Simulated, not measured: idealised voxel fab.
process module | voxel self aligned contacts
cross-section cut | 255 nm wide | cells 5 nm
A cross-section is a grid of square cells, given in bands from the top down. A band is one or more rows of cells.
Each band's line starts with the height of the band's top and of its bottom, in nm. Then come its materials from left to right, each with its width in nm. One material with "throughout" fills the band from edge to edge. "air" is empty space.
Height 0 is the level under which the wafer as received is all one material. The lowest band goes on downwards, as in "0 down".
A width such as "30 to 40" changes by the same amount from each row of cells to the next, from the band's top row to its bottom row.
"no change" after a step means that no cell of the cross-section changed.
closed voids: empty space of 8 cells or more with no open way to the top, each as width x height at its distance from the left edge, in nm
after a step's settings: what the simulator itself notes on the step
overlay nm, on a step with a mask: how far to the right of its planned place the mask lay; to the left if negative
plan
1 op RECEIVE | material Si
2 op OXIDIZE | depth nm 5
3 op DIRECTIONAL_DEP | material polySi | thk nm 20
4 op DIRECTIONAL_DEP | material SiN | thk nm 20
5 op DIRECTIONAL_DEP | material aC | thk nm 10
6 op PATTERN | tone cover | mask id GATE | material resist | width nm 35 | pitch nm 60 | thk nm 30 | overlay nm 0
7 op DIRECTIONAL_ETCH | etch materials aC | depth nm 10
8 op STRIP | etch materials resist
9 op DIRECTIONAL_ETCH | etch materials SiN | depth nm 20
10 op DIRECTIONAL_ETCH | etch materials polySi | depth nm 20
11 op STRIP | etch materials aC
12 op CONFORMAL_DEP | material SiN | thk nm 5
13 op DIRECTIONAL_ETCH | etch materials SiN | depth nm 5
14 op FILL_DEP | material SiO2 | thk nm 15
15 op CMP | height nm 45
16 op DIRECTIONAL_DEP | material aC | thk nm 10
17 op PATTERN | tone open | mask id CONTACT | material resist | width nm 35 | pitch nm 60 | thk nm 25 | overlay nm 0
18 op DIRECTIONAL_ETCH | etch materials aC | depth nm 10
19 op STRIP | etch materials resist
20 op DIRECTIONAL_ETCH | etch materials SiO2 | depth nm 50
21 op STRIP | etch materials aC
22 op CONFORMAL_DEP | material TiN | thk nm 5
23 op FILL_DEP | material W | thk nm 10
24 op CMP | height nm 45
25 op CONFORMAL_DEP | material SiCN | thk nm 5
as received, after step 1
  0 down: Si throughout
  closed voids: none
a wafer at the end: this start, this plan, one mistake
  50 to 45: SiCN throughout
  45 to 40: SiO2 80 | TiN 10 | W 5 | TiN 20 | SiO2 25 | TiN 10 | W 5 | TiN 20 | SiO2 80
  40 to 20: SiO2 40 | SiN 45 | TiN 5 | W 5 | TiN 5 | SiN 45 | TiN 5 | W 5 | TiN 5 | SiN 45 | SiO2 50
  20 to 0: SiO2 40 | SiN 5 | polySi 35 | SiN 5 | TiN 5 | W 5 | TiN 5 | SiN 5 | polySi 35 | SiN 5 | TiN 5 | W 5 | TiN 5 | SiN 5 | polySi 35 | SiN 5 | SiO2 50
  0 to -5: SiO2 85 | TiN 15 | SiO2 45 | TiN 15 | SiO2 95
  -5 down: Si throughout
  closed voids: none
what went wrong: step 6 ran as: op PATTERN | tone cover | mask id GATE | material resist | width nm 35 | pitch nm 60 | thk nm 30 | overlay nm -5
